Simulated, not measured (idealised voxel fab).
process module | voxel gate over fins
cross-section cut | 210 nm wide | cells 5 nm
A cross-section is a grid of square cells, given in bands from the top down. A band is one or more rows of cells.
Each band's line starts with the height of the band's top and of its bottom, in nm. Then come its materials from left to right, each with its width in nm. One material with "throughout" fills the band from edge to edge. "air" is empty space.
Height 0 is the level under which the wafer as received is all one material. The lowest band goes on downwards, as in "0 down".
A width such as "30 to 40" changes by the same amount from each row of cells to the next, from the band's top row to its bottom row.
"no change" after a step means that no cell of the cross-section changed.
closed voids: empty space of 8 cells or more with no open way to the top, each as width x height at its distance from the left edge, in nm
after a step's settings: what the simulator itself notes on the step
overlay nm, on a step with a mask: how far to the right of its planned place the mask lay; to the left if negative
Each pair below shows a cross-section before one step and the cross-section after it, down to the lowest band that changed. The line under each pair gives the step between them, with its settings. The pairs can come from different runs of this module on the same starting wafer, so a pair continues from the pair above only where its "before" says so.
before
  0 down: Si throughout
  closed voids: none
after
  10 to 0: SiN throughout
  below 0: unchanged
  closed voids: none
the step between: op CONFORMAL_DEP | material SiN | thk nm 10
before: the cross-section after the pair above
after
  10 to 0: air 80 | SiN 15 | air 20 | SiN 15 | air 80
  below 0: unchanged
  closed voids: none
the step between: op MASKED_ETCH | tone cover | mask id FINS | width nm 15 | pitch nm 35 | etch materials SiN | depth nm 10 | overlay nm 0
before: the cross-section after the pair above
after
  10 to 0: air 80 | SiN 15 | air 20 | SiN 15 | air 80
  0 to -40: air 80 | Si 15 | air 20 | Si 15 | air 80
  below -40: unchanged
  closed voids: none
the step between: op MASKED_ETCH | tone cover | mask id FINS | width nm 15 | pitch nm 35 | etch materials Si | depth nm 40 | overlay nm 0
before: the cross-section after the pair above
after
  10 to 0: air 80 | SiN 15 | air 20 | SiN 15 | air 80
  0 to -40: air 80 | SiO2 5 | Si 5 | SiO2 5 | air 20 | SiO2 5 | Si 5 | SiO2 5 | air 80
  -40 to -45: SiO2 85 | Si 5 | SiO2 30 | Si 5 | SiO2 85
  below -45: unchanged
  closed voids: none
the step between: op OXIDIZE | depth nm 5
before: the cross-section after the pair above
after
  20 to 10: SiO2 throughout
  10 to 0: SiO2 80 | SiN 15 | SiO2 20 | SiN 15 | SiO2 80
  0 to -45: SiO2 85 | Si 5 | SiO2 30 | Si 5 | SiO2 85
  below -45: unchanged
  closed voids: none
the step between: op FILL_DEP | material SiO2 | thk nm 10
before: the cross-section after the pair above
after
  10 to 0: SiO2 80 | SiN 15 | SiO2 20 | SiN 15 | SiO2 80
  below 0: unchanged
  closed voids: none
the step between: op CMP | height nm 10
before: the cross-section after the pair above
after
  10 to 0: air 80 | SiN 15 | air 20 | SiN 15 | air 80
  0 to -10: air 85 | Si 5 | air 30 | Si 5 | air 85
  below -10: unchanged
  closed voids: none
the step between: op SELECTIVE_ETCH | etch materials SiO2 | depth nm 20
before: the cross-section after the pair above
after
  0 to -10: air 85 | Si 5 | air 30 | Si 5 | air 85
  below -10: unchanged
  closed voids: none
the step between: op STRIP | etch materials SiN
before: the cross-section after the pair above
after
  5 to 0: air 80 | HfO2 15 | air 20 | HfO2 15 | air 80
  0 to -5: air 80 | HfO2 5 | Si 5 | HfO2 5 | air 20 | HfO2 5 | Si 5 | HfO2 5 | air 80
  -5 to -10: HfO2 85 | Si 5 | HfO2 30 | Si 5 | HfO2 85
  below -10: unchanged
  closed voids: none
the step between: op CONFORMAL_DEP | material HfO2 | thk nm 5
before: the cross-section after the pair above
after
  10 to 5: air 75 | TiN 25 | air 10 | TiN 25 | air 75
  5 to 0: air 75 | TiN 5 | HfO2 15 | TiN 5 | air 10 | TiN 5 | HfO2 15 | TiN 5 | air 75
  0 to -5: TiN 80 | HfO2 5 | Si 5 | HfO2 5 | TiN 20 | HfO2 5 | Si 5 | HfO2 5 | TiN 80
  below -5: unchanged
  closed voids: none
the step between: op CONFORMAL_DEP | material TiN | thk nm 5
before: the cross-section after the pair above
after
  20 to 10: W throughout
  10 to 5: W 75 | TiN 25 | W 10 | TiN 25 | W 75
  5 to 0: W 75 | TiN 5 | HfO2 15 | TiN 5 | W 10 | TiN 5 | HfO2 15 | TiN 5 | W 75
  below 0: unchanged
  closed voids: none
the step between: op FILL_DEP | material W | thk nm 10
before: the cross-section after the pair above
after
  15 to 10: W throughout
  below 10: unchanged
  closed voids: none
the step between: op CMP | height nm 15
before: the cross-section after the pair above
after
  25 to 15: SiCN throughout
  below 15: unchanged
  closed voids: none
the step between: op CONFORMAL_DEP | material SiCN | thk nm 10
before
  0 to -10: air 85 | Si 5 | air 30 | Si 5 | air 85
  -10 to -45: SiO2 85 | Si 5 | SiO2 30 | Si 5 | SiO2 85
  -45 down: Si throughout
  closed voids: none
after
  5 to 0: air 80 | TiN 15 | air 20 | TiN 15 | air 80
  0 to -5: air 80 | TiN 5 | Si 5 | TiN 5 | air 20 | TiN 5 | Si 5 | TiN 5 | air 80
  -5 to -10: TiN 85 | Si 5 | TiN 30 | Si 5 | TiN 85
  below -10: unchanged
  closed voids: none
the step between: op CONFORMAL_DEP | material TiN | thk nm 5
before: the cross-section after the pair above
after
  15 to 5: W throughout
  5 to 0: W 80 | TiN 15 | W 20 | TiN 15 | W 80
  0 to -5: W 80 | TiN 5 | Si 5 | TiN 5 | W 20 | TiN 5 | Si 5 | TiN 5 | W 80
  below -5: unchanged
  closed voids: none
the step between: op FILL_DEP | material W | thk nm 10
before: the cross-section after the pair above
after
  25 to 15: SiCN throughout
  below 15: unchanged
  closed voids: none
the step between: op CONFORMAL_DEP | material SiCN | thk nm 10
before
  10 to 0: air 80 | SiN 15 | air 20 | SiN 15 | air 80
  0 to -40: air 80 | Si 15 | air 20 | Si 15 | air 80
  -40 down: Si throughout
  closed voids: none
after
  10 to 0: air 80 | SiN 15 | air 20 | SiN 15 | air 80
  0 to -80: air 80 | Si 15 | air 20 | Si 15 | air 80
  below -80: unchanged
  closed voids: none
the step between: op MASKED_ETCH | tone cover | mask id FINS | width nm 15 | pitch nm 35 | etch materials Si | depth nm 40 | overlay nm 0
before: the cross-section after the pair above
after
  10 to 0: air 80 | SiN 15 | air 20 | SiN 15 | air 80
  0 to -80: air 80 | SiO2 5 | Si 5 | SiO2 5 | air 20 | SiO2 5 | Si 5 | SiO2 5 | air 80
  -80 to -85: SiO2 85 | Si 5 | SiO2 30 | Si 5 | SiO2 85
  below -85: unchanged
  closed voids: none
the step between: op OXIDIZE | depth nm 5
before: the cross-section after the pair above
after
  20 to 10: SiO2 throughout
  10 to 0: SiO2 80 | SiN 15 | SiO2 20 | SiN 15 | SiO2 80
  0 to -85: SiO2 85 | Si 5 | SiO2 30 | Si 5 | SiO2 85
  below -85: unchanged
  closed voids: none
the step between: op FILL_DEP | material SiO2 | thk nm 10
before: the cross-section after the pair above
after
  10 to 0: SiO2 80 | SiN 15 | SiO2 20 | SiN 15 | SiO2 80
  below 0: unchanged
  closed voids: none
the step between: op CMP | height nm 10
before: the cross-section after the pair above
after
  10 to 0: air 80 | SiN 15 | air 20 | SiN 15 | air 80
  0 to -10: air 85 | Si 5 | air 30 | Si 5 | air 85
  below -10: unchanged
  closed voids: none
the step between: op SELECTIVE_ETCH | etch materials SiO2 | depth nm 20
before: the cross-section after the pair above
after
  0 to -10: air 85 | Si 5 | air 30 | Si 5 | air 85
  below -10: unchanged
  closed voids: none
the step between: op STRIP | etch materials SiN
before: the cross-section after the pair above
after
  5 to 0: air 80 | HfO2 15 | air 20 | HfO2 15 | air 80
  0 to -5: air 80 | HfO2 5 | Si 5 | HfO2 5 | air 20 | HfO2 5 | Si 5 | HfO2 5 | air 80
  -5 to -10: HfO2 85 | Si 5 | HfO2 30 | Si 5 | HfO2 85
  below -10: unchanged
  closed voids: none
the step between: op CONFORMAL_DEP | material HfO2 | thk nm 5
before: the cross-section after the pair above
after
  10 to 5: air 75 | TiN 25 | air 10 | TiN 25 | air 75
  5 to 0: air 75 | TiN 5 | HfO2 15 | TiN 5 | air 10 | TiN 5 | HfO2 15 | TiN 5 | air 75
  0 to -5: TiN 80 | HfO2 5 | Si 5 | HfO2 5 | TiN 20 | HfO2 5 | Si 5 | HfO2 5 | TiN 80
  below -5: unchanged
  closed voids: none
the step between: op CONFORMAL_DEP | material TiN | thk nm 5
before: the cross-section after the pair above
after
  20 to 10: W throughout
  10 to 5: W 75 | TiN 25 | W 10 | TiN 25 | W 75
  5 to 0: W 75 | TiN 5 | HfO2 15 | TiN 5 | W 10 | TiN 5 | HfO2 15 | TiN 5 | W 75
  below 0: unchanged
  closed voids: none
the step between: op FILL_DEP | material W | thk nm 10
before: the cross-section after the pair above
after
  15 to 10: W throughout
  below 10: unchanged
  closed voids: none
the step between: op CMP | height nm 15
before: the cross-section after the pair above
after
  25 to 15: SiCN throughout
  below 15: unchanged
  closed voids: none
the step between: op CONFORMAL_DEP | material SiCN | thk nm 10
before
  10 to 0: SiO2 80 | SiN 15 | SiO2 20 | SiN 15 | SiO2 80
  0 to -45: SiO2 85 | Si 5 | SiO2 30 | Si 5 | SiO2 85
  -45 down: Si throughout
  closed voids: none
after
  10 to 0: SiO2 80 | air 15 | SiO2 20 | air 15 | SiO2 80
  below 0: unchanged
  closed voids: none
the step between: op STRIP | etch materials SiN
before: the cross-section after the pair above
after
  0 to -10: air 85 | Si 5 | air 30 | Si 5 | air 85
  -10 to -20: SiO2 60 | air 25 | Si 5 | air 30 | Si 5 | air 25 | SiO2 60
  below -20: unchanged
  closed voids: none
the step between: op SELECTIVE_ETCH | etch materials SiO2 | depth nm 20
before: the cross-section after the pair above
after
  5 to 0: air 80 | HfO2 15 | air 20 | HfO2 15 | air 80
  0 to -5: air 80 | HfO2 5 | Si 5 | HfO2 5 | air 20 | HfO2 5 | Si 5 | HfO2 5 | air 80
  -5 to -10: HfO2 65 | air 15 | HfO2 5 | Si 5 | HfO2 5 | air 20 | HfO2 5 | Si 5 | HfO2 5 | air 15 | HfO2 65
  -10 to -15: SiO2 60 | HfO2 5 | air 15 | HfO2 5 | Si 5 | HfO2 5 | air 20 | HfO2 5 | Si 5 | HfO2 5 | air 15 | HfO2 5 | SiO2 60
  -15 to -20: SiO2 60 | HfO2 25 | Si 5 | HfO2 30 | Si 5 | HfO2 25 | SiO2 60
  below -20: unchanged
  closed voids: none
the step between: op CONFORMAL_DEP | material HfO2 | thk nm 5
before: the cross-section after the pair above
after
  10 to 5: air 75 | TiN 25 | air 10 | TiN 25 | air 75
  5 to 0: air 75 | TiN 5 | HfO2 15 | TiN 5 | air 10 | TiN 5 | HfO2 15 | TiN 5 | air 75
  0 to -5: TiN 70 | air 5 | TiN 5 | HfO2 5 | Si 5 | HfO2 5 | TiN 5 | air 10 | TiN 5 | HfO2 5 | Si 5 | HfO2 5 | TiN 5 | air 5 | TiN 70
  -5 to -10: HfO2 65 | TiN 5 | air 5 | TiN 5 | HfO2 5 | Si 5 | HfO2 5 | TiN 5 | air 10 | TiN 5 | HfO2 5 | Si 5 | HfO2 5 | TiN 5 | air 5 | TiN 5 | HfO2 65
  -10 to -15: SiO2 60 | HfO2 5 | TiN 15 | HfO2 5 | Si 5 | HfO2 5 | TiN 20 | HfO2 5 | Si 5 | HfO2 5 | TiN 15 | HfO2 5 | SiO2 60
  below -15: unchanged
  closed voids: none
the step between: op CONFORMAL_DEP | material TiN | thk nm 5
before: the cross-section after the pair above
after
  20 to 10: W throughout
  10 to 5: W 75 | TiN 25 | W 10 | TiN 25 | W 75
  5 to 0: W 75 | TiN 5 | HfO2 15 | TiN 5 | W 10 | TiN 5 | HfO2 15 | TiN 5 | W 75
  0 to -5: TiN 70 | W 5 | TiN 5 | HfO2 5 | Si 5 | HfO2 5 | TiN 5 | W 10 | TiN 5 | HfO2 5 | Si 5 | HfO2 5 | TiN 5 | W 5 | TiN 70
  -5 to -10: HfO2 65 | TiN 5 | W 5 | TiN 5 | HfO2 5 | Si 5 | HfO2 5 | TiN 5 | W 10 | TiN 5 | HfO2 5 | Si 5 | HfO2 5 | TiN 5 | W 5 | TiN 5 | HfO2 65
  below -10: unchanged
  closed voids: none
the step between: op FILL_DEP | material W | thk nm 10
before: the cross-section after the pair above
after
  15 to 10: W throughout
  below 10: unchanged
  closed voids: none
the step between: op CMP | height nm 15
before: the cross-section after the pair above
after
  25 to 15: SiCN throughout
  below 15: unchanged
  closed voids: none
the step between: op CONFORMAL_DEP | material SiCN | thk nm 10
before
  15 to 10: W throughout
  10 to 5: W 75 | TiN 25 | W 10 | TiN 25 | W 75
  5 to 0: W 75 | TiN 5 | HfO2 15 | TiN 5 | W 10 | TiN 5 | HfO2 15 | TiN 5 | W 75
  0 to -5: TiN 80 | HfO2 5 | Si 5 | HfO2 5 | TiN 20 | HfO2 5 | Si 5 | HfO2 5 | TiN 80
  -5 to -10: HfO2 85 | Si 5 | HfO2 30 | Si 5 | HfO2 85
  -10 to -45: SiO2 85 | Si 5 | SiO2 30 | Si 5 | SiO2 85
  -45 down: Si throughout
  closed voids: none
after
  30 to 15: SiCN throughout
  below 15: unchanged
  closed voids: none
the step between: op CONFORMAL_DEP | material SiCN | thk nm 15
before
  10 to 0: SiN throughout
  0 down: Si throughout
  closed voids: none
after
  10 to 0: air 80 | SiN 20 | air 15 | SiN 20 | air 75
  below 0: unchanged
  closed voids: none
the step between: op MASKED_ETCH | tone cover | mask id FINS | width nm 20 | pitch nm 35 | etch materials SiN | depth nm 10 | overlay nm 0
before: the cross-section after the pair above
after
  10 to 0: air 80 | SiN 20 | air 15 | SiN 20 | air 75
  0 to -40: air 80 | Si 20 | air 15 | Si 20 | air 75
  below -40: unchanged
  closed voids: none
the step between: op MASKED_ETCH | tone cover | mask id FINS | width nm 15 | pitch nm 35 | etch materials Si | depth nm 40 | overlay nm 0
before: the cross-section after the pair above
after
  10 to 0: air 80 | SiN 20 | air 15 | SiN 20 | air 75
  0 to -40: air 80 | SiO2 5 | Si 10 | SiO2 5 | air 15 | SiO2 5 | Si 10 | SiO2 5 | air 75
  -40 to -45: SiO2 85 | Si 10 | SiO2 25 | Si 10 | SiO2 80
  below -45: unchanged
  closed voids: none
the step between: op OXIDIZE | depth nm 5
before: the cross-section after the pair above
after
  20 to 10: SiO2 throughout
  10 to 0: SiO2 80 | SiN 20 | SiO2 15 | SiN 20 | SiO2 75
  0 to -45: SiO2 85 | Si 10 | SiO2 25 | Si 10 | SiO2 80
  below -45: unchanged
  closed voids: none
the step between: op FILL_DEP | material SiO2 | thk nm 10
before: the cross-section after the pair above
after
  10 to 0: SiO2 80 | SiN 20 | SiO2 15 | SiN 20 | SiO2 75
  below 0: unchanged
  closed voids: none
the step between: op CMP | height nm 10
before: the cross-section after the pair above
after
  10 to 0: air 80 | SiN 20 | air 15 | SiN 20 | air 75
  0 to -10: air 85 | Si 10 | air 25 | Si 10 | air 80
  below -10: unchanged
  closed voids: none
the step between: op SELECTIVE_ETCH | etch materials SiO2 | depth nm 20
before: the cross-section after the pair above
after
  0 to -10: air 85 | Si 10 | air 25 | Si 10 | air 80
  below -10: unchanged
  closed voids: none
the step between: op STRIP | etch materials SiN
before: the cross-section after the pair above
after
  5 to 0: air 80 | HfO2 20 | air 15 | HfO2 20 | air 75
  0 to -5: air 80 | HfO2 5 | Si 10 | HfO2 5 | air 15 | HfO2 5 | Si 10 | HfO2 5 | air 75
  -5 to -10: HfO2 85 | Si 10 | HfO2 25 | Si 10 | HfO2 80
  below -10: unchanged
  closed voids: none
the step between: op CONFORMAL_DEP | material HfO2 | thk nm 5
before: the cross-section after the pair above
after
  10 to 5: air 75 | TiN 30 | air 5 | TiN 30 | air 70
  5 to 0: air 75 | TiN 5 | HfO2 20 | TiN 5 | air 5 | TiN 5 | HfO2 20 | TiN 5 | air 70
  0 to -5: TiN 80 | HfO2 5 | Si 10 | HfO2 5 | TiN 15 | HfO2 5 | Si 10 | HfO2 5 | TiN 75
  below -5: unchanged
  closed voids: none
the step between: op CONFORMAL_DEP | material TiN | thk nm 5
before: the cross-section after the pair above
after
  20 to 10: W throughout
  10 to 5: W 75 | TiN 30 | W 5 | TiN 30 | W 70
  5 to 0: W 75 | TiN 5 | HfO2 20 | TiN 5 | W 5 | TiN 5 | HfO2 20 | TiN 5 | W 70
  below 0: unchanged
  closed voids: none
the step between: op FILL_DEP | material W | thk nm 10
before: the cross-section after the pair above
after
  15 to 10: W throughout
  below 10: unchanged
  closed voids: none
the step between: op CMP | height nm 15
before: the cross-section after the pair above
after
  25 to 15: SiCN throughout
  below 15: unchanged
  closed voids: none
the step between: op CONFORMAL_DEP | material SiCN | thk nm 10
before
  10 to 0: SiN throughout
  0 down: Si throughout
  closed voids: none
after
  10 to 0: air 70 | SiN 15 | air 20 | SiN 15 | air 90
  below 0: unchanged
  closed voids: none
the step between: op MASKED_ETCH | tone cover | mask id FINS | width nm 15 | pitch nm 35 | etch materials SiN | depth nm 10 | overlay nm -10
before: the cross-section after the pair above
after
  10 to 0: air 70 | SiN 15 | air 20 | SiN 15 | air 90
  0 to -40: air 70 | Si 25 | air 10 | Si 25 | air 80
  below -40: unchanged
  closed voids: none
the step between: op MASKED_ETCH | tone cover | mask id FINS | width nm 15 | pitch nm 35 | etch materials Si | depth nm 40 | overlay nm 0
before: the cross-section after the pair above
after
  10 to 0: air 70 | SiN 15 | air 20 | SiN 15 | air 90
  0 to -5: air 70 | SiO2 5 | Si 5 | SiO2 15 | air 10 | SiO2 5 | Si 5 | SiO2 15 | air 80
  -5 to -40: air 70 | SiO2 5 | Si 15 | SiO2 5 | air 10 | SiO2 5 | Si 15 | SiO2 5 | air 80
  -40 to -45: SiO2 75 | Si 15 | SiO2 20 | Si 15 | SiO2 85
  below -45: unchanged
  closed voids: none
the step between: op OXIDIZE | depth nm 5
before: the cross-section after the pair above
after
  20 to 10: SiO2 throughout
  10 to 0: SiO2 70 | SiN 15 | SiO2 20 | SiN 15 | SiO2 90
  0 to -5: SiO2 75 | Si 5 | SiO2 30 | Si 5 | SiO2 95
  -5 to -45: SiO2 75 | Si 15 | SiO2 20 | Si 15 | SiO2 85
  below -45: unchanged
  closed voids: none
the step between: op FILL_DEP | material SiO2 | thk nm 10
before: the cross-section after the pair above
after
  10 to 0: SiO2 70 | SiN 15 | SiO2 20 | SiN 15 | SiO2 90
  below 0: unchanged
  closed voids: none
the step between: op CMP | height nm 10
before: the cross-section after the pair above
after
  10 to 0: air 70 | SiN 15 | air 20 | SiN 15 | air 90
  0 to -10: air 75 | Si 5 to 15 | air 30 to 20 | Si 5 to 15 | air 95 to 85
  below -10: unchanged
  closed voids: none
the step between: op SELECTIVE_ETCH | etch materials SiO2 | depth nm 20
before: the cross-section after the pair above
after
  0 to -10: air 75 | Si 5 to 15 | air 30 to 20 | Si 5 to 15 | air 95 to 85
  below -10: unchanged
  closed voids: none
the step between: op STRIP | etch materials SiN
before: the cross-section after the pair above
after
  5 to 0: air 70 | HfO2 15 | air 20 | HfO2 15 | air 90
  0 to -5: air 70 | HfO2 5 | Si 5 | HfO2 15 | air 10 | HfO2 5 | Si 5 | HfO2 15 | air 80
  -5 to -10: HfO2 75 | Si 15 | HfO2 20 | Si 15 | HfO2 85
  below -10: unchanged
  closed voids: none
the step between: op CONFORMAL_DEP | material HfO2 | thk nm 5
before: the cross-section after the pair above
after
  10 to 5: air 65 | TiN 25 | air 10 | TiN 25 | air 85
  5 to 0: air 65 | TiN 5 | HfO2 15 | TiN 20 | HfO2 15 | TiN 15 | air 75
  0 to -5: TiN 70 | HfO2 5 | Si 5 | HfO2 15 | TiN 10 | HfO2 5 | Si 5 | HfO2 15 | TiN 80
  below -5: unchanged
  closed voids: none
the step between: op CONFORMAL_DEP | material TiN | thk nm 5
before: the cross-section after the pair above
after
  20 to 10: W throughout
  10 to 5: W 65 | TiN 25 | W 10 | TiN 25 | W 85
  5 to 0: W 65 | TiN 5 | HfO2 15 | TiN 20 | HfO2 15 | TiN 15 | W 75
  below 0: unchanged
  closed voids: none
the step between: op FILL_DEP | material W | thk nm 10
before: the cross-section after the pair above
after
  15 to 10: W throughout
  below 10: unchanged
  closed voids: none
the step between: op CMP | height nm 15
before: the cross-section after the pair above
after
  25 to 15: SiCN throughout
  below 15: unchanged
  closed voids: none
the step between: op CONFORMAL_DEP | material SiCN | thk nm 10
before
  10 to 0: air 80 | SiN 15 | air 20 | SiN 15 | air 80
  0 to -40: air 80 | SiO2 5 | Si 5 | SiO2 5 | air 20 | SiO2 5 | Si 5 | SiO2 5 | air 80
  -40 to -45: SiO2 85 | Si 5 | SiO2 30 | Si 5 | SiO2 85
  -45 down: Si throughout
  closed voids: none
after
  20 to 10: TiN throughout
  10 to 0: TiN 80 | SiN 15 | TiN 20 | SiN 15 | TiN 80
  0 to -40: TiN 80 | SiO2 5 | Si 5 | SiO2 5 | TiN 20 | SiO2 5 | Si 5 | SiO2 5 | TiN 80
  below -40: unchanged
  closed voids: none
the step between: op FILL_DEP | material TiN | thk nm 10
before: the cross-section after the pair above
after
  10 to 0: TiN 80 | SiN 15 | TiN 20 | SiN 15 | TiN 80
  below 0: unchanged
  closed voids: none
the step between: op CMP | height nm 10
before: the cross-section after the pair above
after
  10 to 0: TiN 80 | air 15 | TiN 20 | air 15 | TiN 80
  below 0: unchanged
  closed voids: none
the step between: op STRIP | etch materials SiN
before: the cross-section after the pair above
after
  15 to 10: HfO2 85 | air 5 | HfO2 30 | air 5 | HfO2 85
  10 to 5: TiN 80 | HfO2 5 | air 5 | HfO2 5 | TiN 20 | HfO2 5 | air 5 | HfO2 5 | TiN 80
  5 to 0: TiN 80 | HfO2 15 | TiN 20 | HfO2 15 | TiN 80
  below 0: unchanged
  closed voids: none
the step between: op CONFORMAL_DEP | material HfO2 | thk nm 5
before: the cross-section after the pair above
after
  20 to 15: TiN throughout
  15 to 10: HfO2 85 | TiN 5 | HfO2 30 | TiN 5 | HfO2 85
  10 to 5: TiN 80 | HfO2 5 | TiN 5 | HfO2 5 | TiN 20 | HfO2 5 | TiN 5 | HfO2 5 | TiN 80
  below 5: unchanged
  closed voids: none
the step between: op CONFORMAL_DEP | material TiN | thk nm 5
before: the cross-section after the pair above
after
  30 to 20: W throughout
  below 20: unchanged
  closed voids: none
the step between: op FILL_DEP | material W | thk nm 10
before: the cross-section after the pair above
after
  15 to 10: HfO2 85 | TiN 5 | HfO2 30 | TiN 5 | HfO2 85
  below 10: unchanged
  closed voids: none
the step between: op CMP | height nm 15
before: the cross-section after the pair above
after
  25 to 15: SiCN throughout
  below 15: unchanged
  closed voids: none
the step between: op CONFORMAL_DEP | material SiCN | thk nm 10
before
  10 to 0: SiN throughout
  0 down: Si throughout
  closed voids: none
after
  10 to 0: SiN 80 | air 15 | SiN 20 | air 15 | SiN 80
  below 0: unchanged
  closed voids: none
the step between: op MASKED_ETCH | tone open | mask id FINS | width nm 15 | pitch nm 35 | etch materials SiN | depth nm 10 | overlay nm 0
before: the cross-section after the pair above
after
  10 to 0: SiN 80 | air 15 | SiN 20 | air 15 | SiN 80
  0 to -5: Si 75 | SiO2 25 | Si 10 | SiO2 25 | Si 75
  below -5: unchanged
  closed voids: none
the step between: op OXIDIZE | depth nm 5
before: the cross-section after the pair above
after
  20 to 10: SiO2 throughout
  10 to 0: SiN 80 | SiO2 15 | SiN 20 | SiO2 15 | SiN 80
  below 0: unchanged
  closed voids: none
the step between: op FILL_DEP | material SiO2 | thk nm 10
before: the cross-section after the pair above
after
  10 to 0: SiN 80 | SiO2 15 | SiN 20 | SiO2 15 | SiN 80
  below 0: unchanged
  closed voids: none
the step between: op CMP | height nm 10
before: the cross-section after the pair above
after
  10 to 0: SiN 80 | air 15 | SiN 20 | air 15 | SiN 80
  0 to -5: Si 75 | air 25 | Si 10 | air 25 | Si 75
  below -5: unchanged
  closed voids: none
the step between: op SELECTIVE_ETCH | etch materials SiO2 | depth nm 20
before: the cross-section after the pair above
after
  0 to -5: Si 75 | air 25 | Si 10 | air 25 | Si 75
  below -5: unchanged
  closed voids: none
the step between: op STRIP | etch materials SiN
before: the cross-section after the pair above
after
  5 to 0: HfO2 80 | air 15 | HfO2 20 | air 15 | HfO2 80
  0 to -5: Si 75 | HfO2 25 | Si 10 | HfO2 25 | Si 75
  below -5: unchanged
  closed voids: none
the step between: op CONFORMAL_DEP | material HfO2 | thk nm 5
before: the cross-section after the pair above
after
  10 to 5: TiN 85 | air 5 | TiN 30 | air 5 | TiN 85
  5 to 0: HfO2 80 | TiN 15 | HfO2 20 | TiN 15 | HfO2 80
  below 0: unchanged
  closed voids: none
the step between: op CONFORMAL_DEP | material TiN | thk nm 5
before: the cross-section after the pair above
after
  20 to 10: W throughout
  10 to 5: TiN 85 | W 5 | TiN 30 | W 5 | TiN 85
  below 5: unchanged
  closed voids: none
the step between: op FILL_DEP | material W | thk nm 10
before: the cross-section after the pair above
after
  15 to 10: W throughout
  below 10: unchanged
  closed voids: none
the step between: op CMP | height nm 15
before: the cross-section after the pair above
after
  25 to 15: SiCN throughout
  below 15: unchanged
  closed voids: none
the step between: op CONFORMAL_DEP | material SiCN | thk nm 10
